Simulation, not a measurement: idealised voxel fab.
The document below concerns the process module designated voxel capacitor over wiring.
The figure presents cross-section cut, which has a width of 255 nm and is divided into square cells with an edge length of 5 nm.
When this document writes out a cross-section, it uses a grid of square cells and lists it as bands, beginning at the top and moving down, with a band standing for one or more rows of cells.
Quick guide to a band line: top height, bottom height (nm) up front; then every material left to right with its width in nm. Only one material and it's marked "everywhere"? Then it fills the band edge to edge. And "blank" just means empty space.
Convention: height 0 is the level below which the wafer, as received, is all one material. The lowest band does not terminate at the bottom but continues downward, represented as "0 nm and below".
Top row gets the first number, bottom row gets the second, and each row in between changes by the same step: that is how a band width like "30..40" works.
Key: "all unchanged" - step with no changed cell in the cross-section.
If an empty space has no open way to the top and is at least 8 cells in size, "Unvented cavities" lists it, written width x height at distance, where distance is measured from the left edge and every value is in nm.
Whatever follows a step's settings on its line is a remark the simulator itself makes about that step.
The line of a step may include "overlay nm". On a step with a mask, this value is how far to the right of its planned place the mask lay. A negative value means the mask lay to the left.
[plan]
1 RECEIVE: material Si
2 CONFORMAL_DEP: material SiO2, thk nm 15
3 CONFORMAL_DEP: material SiN, thk nm 5
4 DIRECTIONAL_DEP: material lowk, thk nm 15
5 PATTERN: tone open, mask id METAL_1, material resist, width nm 30, pitch nm 90, thk nm 15, overlay nm 0
6 DIRECTIONAL_ETCH: etch materials lowk, depth nm 15
7 DIRECTIONAL_ETCH: etch materials SiN, depth nm 5
8 STRIP: etch materials resist
9 CONFORMAL_DEP: material TiN, thk nm 5
10 FILL_DEP: material Ru, thk nm 10
11 CMP: height nm 35
12 CONFORMAL_DEP: material SiCN, thk nm 5
13 DIRECTIONAL_DEP: material lowk, thk nm 10
14 MASKED_ETCH: tone open, mask id PLUG_1, width nm 15, etch materials lowk, depth nm 10, overlay nm 0
15 MASKED_ETCH: tone open, mask id PLUG_1, width nm 15, etch materials SiCN, depth nm 5, overlay nm 0
16 CONFORMAL_DEP: material TiN, thk nm 5
17 FILL_DEP: material Ru, thk nm 5
18 CMP: height nm 50
19 DIRECTIONAL_DEP: material TiN, thk nm 5
20 DIRECTIONAL_DEP: material HfO2, thk nm 5
21 DIRECTIONAL_DEP: material TiN, thk nm 5
22 PATTERN: tone cover, mask id UPPER_PLATE, material resist, width nm 65, thk nm 15, overlay nm 0
23 DIRECTIONAL_ETCH: etch materials TiN, depth nm 5
24 DIRECTIONAL_ETCH: etch materials HfO2, depth nm 5
25 STRIP: etch materials resist
26 MASKED_ETCH: tone cover, mask id LOWER_PLATE, width nm 75, etch materials TiN, depth nm 5, overlay nm 0
27 FILL_DEP: material SiO2, thk nm 15
28 CMP: height nm 75
29 PATTERN: tone open, mask id PLUG_2, material resist, width nm 15, thk nm 15, overlay nm 0
30 DIRECTIONAL_ETCH: etch materials SiO2, depth nm 10
31 STRIP: etch materials resist
32 CONFORMAL_DEP: material TiN, thk nm 5
33 FILL_DEP: material Cu, thk nm 5
34 CMP: height nm 75
35 CONFORMAL_DEP: material SiCN, thk nm 5
[The first of two wafers, run as planned]
[Wafer as received: cross-section following step 1]
  0 nm and below  Si everywhere
  Unvented cavities: none
[Wafer section view after processing step 2]
  15 nm to 0 nm  SiO2 everywhere
  Whatever lies below 0 is exactly as it was before.
[Wafer section view after processing step 3]
  20 nm to 15 nm  SiN everywhere
  Whatever lies below 15 is exactly as it was before.
[Wafer section view after processing step 4]
  35 nm to 20 nm  lowk everywhere
  Whatever lies below 20 is exactly as it was before.
[Wafer section view after processing step 5]
  50 nm to 35 nm  65 resist | 30 blank | 60 resist | 30 blank | 70 resist
  Whatever lies below 35 is exactly as it was before.
[Wafer section view after processing step 6]
  50 nm to 35 nm  65 resist | 30 blank | 60 resist | 30 blank | 70 resist
  35 nm to 20 nm  65 lowk | 30 blank | 60 lowk | 30 blank | 70 lowk
  Whatever lies below 20 is exactly as it was before.
[Wafer section view after processing step 7]
  50 nm to 35 nm  65 resist | 30 blank | 60 resist | 30 blank | 70 resist
  35 nm to 20 nm  65 lowk | 30 blank | 60 lowk | 30 blank | 70 lowk
  20 nm to 15 nm  65 SiN | 30 blank | 60 SiN | 30 blank | 70 SiN
  Whatever lies below 15 is exactly as it was before.
[Wafer section view after processing step 8]
  35 nm to 20 nm  65 lowk | 30 blank | 60 lowk | 30 blank | 70 lowk
  Whatever lies below 20 is exactly as it was before.
[Wafer section view after processing step 9]
  40 nm to 35 nm  70 TiN | 20 blank | 70 TiN | 20 blank | 75 TiN
  35 nm to 20 nm  65 lowk | 5 TiN | 20 blank | 5 TiN | 60 lowk | 5 TiN | 20 blank | 5 TiN | 70 lowk
  20 nm to 15 nm  65 SiN | 30 TiN | 60 SiN | 30 TiN | 70 SiN
  Whatever lies below 15 is exactly as it was before.
[Wafer section view after processing step 10]
  50 nm to 40 nm  Ru everywhere
  40 nm to 35 nm  70 TiN | 20 Ru | 70 TiN | 20 Ru | 75 TiN
  35 nm to 20 nm  65 lowk | 5 TiN | 20 Ru | 5 TiN | 60 lowk | 5 TiN | 20 Ru | 5 TiN | 70 lowk
  Whatever lies below 20 is exactly as it was before.
[Wafer section view after processing step 11]
  35 nm to 20 nm  65 lowk | 5 TiN | 20 Ru | 5 TiN | 60 lowk | 5 TiN | 20 Ru | 5 TiN | 70 lowk
  Whatever lies below 20 is exactly as it was before.
[Wafer section view after processing step 12]
  40 nm to 35 nm  SiCN everywhere
  Whatever lies below 35 is exactly as it was before.
[Wafer section view after processing step 13]
  50 nm to 40 nm  lowk everywhere
  Whatever lies below 40 is exactly as it was before.
[Wafer section view after processing step 14]
  50 nm to 40 nm  80 lowk | 15 blank | 160 lowk
  Whatever lies below 40 is exactly as it was before.
[Wafer section view after processing step 15]
  50 nm to 40 nm  80 lowk | 15 blank | 160 lowk
  40 nm to 35 nm  80 SiCN | 15 blank | 160 SiCN
  Whatever lies below 35 is exactly as it was before.
[Wafer section view after processing step 16]
  55 nm to 50 nm  85 TiN | 5 blank | 165 TiN
  50 nm to 40 nm  80 lowk | 5 TiN | 5 blank | 5 TiN | 160 lowk
  40 nm to 35 nm  80 SiCN | 15 TiN | 160 SiCN
  Whatever lies below 35 is exactly as it was before.
[Wafer section view after processing step 17]
  60 nm to 55 nm  Ru everywhere
  55 nm to 50 nm  85 TiN | 5 Ru | 165 TiN
  50 nm to 40 nm  80 lowk | 5 TiN | 5 Ru | 5 TiN | 160 lowk
  Whatever lies below 40 is exactly as it was before.
[Wafer section view after processing step 18]
  50 nm to 40 nm  80 lowk | 5 TiN | 5 Ru | 5 TiN | 160 lowk
  Whatever lies below 40 is exactly as it was before.
[Wafer section view after processing step 19]
  55 nm to 50 nm  TiN everywhere
  Whatever lies below 50 is exactly as it was before.
[Wafer section view after processing step 20]
  60 nm to 55 nm  HfO2 everywhere
  Whatever lies below 55 is exactly as it was before.
[Wafer section view after processing step 21]
  65 nm to 60 nm  TiN everywhere
  Whatever lies below 60 is exactly as it was before.
[Wafer section view after processing step 22]
  80 nm to 65 nm  80 blank | 65 resist | 110 blank
  Whatever lies below 65 is exactly as it was before.
[Wafer section view after processing step 23]
  80 nm to 65 nm  80 blank | 65 resist | 110 blank
  65 nm to 60 nm  80 blank | 65 TiN | 110 blank
  Whatever lies below 60 is exactly as it was before.
[Wafer section view after processing step 24]
  80 nm to 65 nm  80 blank | 65 resist | 110 blank
  65 nm to 60 nm  80 blank | 65 TiN | 110 blank
  60 nm to 55 nm  80 blank | 65 HfO2 | 110 blank
  Whatever lies below 55 is exactly as it was before.
[Wafer section view after processing step 25]
  65 nm to 60 nm  80 blank | 65 TiN | 110 blank
  Whatever lies below 60 is exactly as it was before.
[Wafer section view after processing step 26]
  65 nm to 60 nm  80 blank | 65 TiN | 110 blank
  60 nm to 55 nm  80 blank | 65 HfO2 | 110 blank
  55 nm to 50 nm  75 blank | 75 TiN | 105 blank
  Whatever lies below 50 is exactly as it was before.
[Wafer section view after processing step 27]
  80 nm to 65 nm  SiO2 everywhere
  65 nm to 60 nm  80 SiO2 | 65 TiN | 110 SiO2
  60 nm to 55 nm  80 SiO2 | 65 HfO2 | 110 SiO2
  55 nm to 50 nm  75 SiO2 | 75 TiN | 105 SiO2
  Whatever lies below 50 is exactly as it was before.
[Wafer section view after processing step 28]
  75 nm to 65 nm  SiO2 everywhere
  Whatever lies below 65 is exactly as it was before.
[Wafer section view after processing step 29]
  90 nm to 75 nm  90 resist | 15 blank | 150 resist
  Whatever lies below 75 is exactly as it was before.
[Wafer section view after processing step 30]
  90 nm to 75 nm  90 resist | 15 blank | 150 resist
  75 nm to 65 nm  90 SiO2 | 15 blank | 150 SiO2
  Whatever lies below 65 is exactly as it was before.
[Wafer section view after processing step 31]
  75 nm to 65 nm  90 SiO2 | 15 blank | 150 SiO2
  Whatever lies below 65 is exactly as it was before.
[Wafer section view after processing step 32]
  80 nm to 75 nm  95 TiN | 5 blank | 155 TiN
  75 nm to 70 nm  90 SiO2 | 5 TiN | 5 blank | 5 TiN | 150 SiO2
  70 nm to 60 nm  90..80 SiO2 | 15..65 TiN | 150..110 SiO2
  Whatever lies below 60 is exactly as it was before.
[Wafer section view after processing step 33]
  85 nm to 80 nm  Cu everywhere
  80 nm to 75 nm  95 TiN | 5 Cu | 155 TiN
  75 nm to 70 nm  90 SiO2 | 5 TiN | 5 Cu | 5 TiN | 150 SiO2
  Whatever lies below 70 is exactly as it was before.
[Wafer section view after processing step 34]
  75 nm to 70 nm  90 SiO2 | 5 TiN | 5 Cu | 5 TiN | 150 SiO2
  Whatever lies below 70 is exactly as it was before.
[Wafer section view after processing step 35]
  80 nm to 75 nm  SiCN everywhere
  Whatever lies below 75 is exactly as it was before.
[The second wafer: identical to the first at the outset and in its planned sequence, differing only in that one mistake was made during processing; up to and including step 28, its path is the first wafer's path]
[The second wafer in cross-section, at the planned close of step 29]
  90 nm to 75 nm  90 blank | 15 resist | 150 blank
  Whatever lies below 75 is exactly as it was before.
[The second wafer in cross-section, at the planned close of step 30]
  90 nm to 75 nm  90 blank | 15 resist | 150 blank
  75 nm to 65 nm  90 blank | 15 SiO2 | 150 blank
  Whatever lies below 65 is exactly as it was before.
[The second wafer in cross-section, at the planned close of step 31]
  75 nm to 65 nm  90 blank | 15 SiO2 | 150 blank
  Whatever lies below 65 is exactly as it was before.
[The second wafer in cross-section, at the planned close of step 32]
  80 nm to 75 nm  85 blank | 25 TiN | 145 blank
  75 nm to 70 nm  85 blank | 5 TiN | 15 SiO2 | 5 TiN | 145 blank
  70 nm to 65 nm  90 TiN | 15 SiO2 | 150 TiN
  Whatever lies below 65 is exactly as it was before.
[The second wafer in cross-section, at the planned close of step 33]
  85 nm to 80 nm  Cu everywhere
  80 nm to 75 nm  85 Cu | 25 TiN | 145 Cu
  75 nm to 70 nm  85 Cu | 5 TiN | 15 SiO2 | 5 TiN | 145 Cu
  Whatever lies below 70 is exactly as it was before.
[The second wafer in cross-section, at the planned close of step 34]
  75 nm to 70 nm  85 Cu | 5 TiN | 15 SiO2 | 5 TiN | 145 Cu
  Whatever lies below 70 is exactly as it was before.
[The second wafer in cross-section, at the planned close of step 35]
  80 nm to 75 nm  SiCN everywhere
  Whatever lies below 75 is exactly as it was before.
Diagnosis: step 29 did not use the planned setting and instead ran as PATTERN: tone cover, mask id PLUG_2, material resist, width nm 15, thk nm 15, overlay nm 0
at the end the second wafer has, in cells: +45 Cu; -90 SiO2; +45 TiN
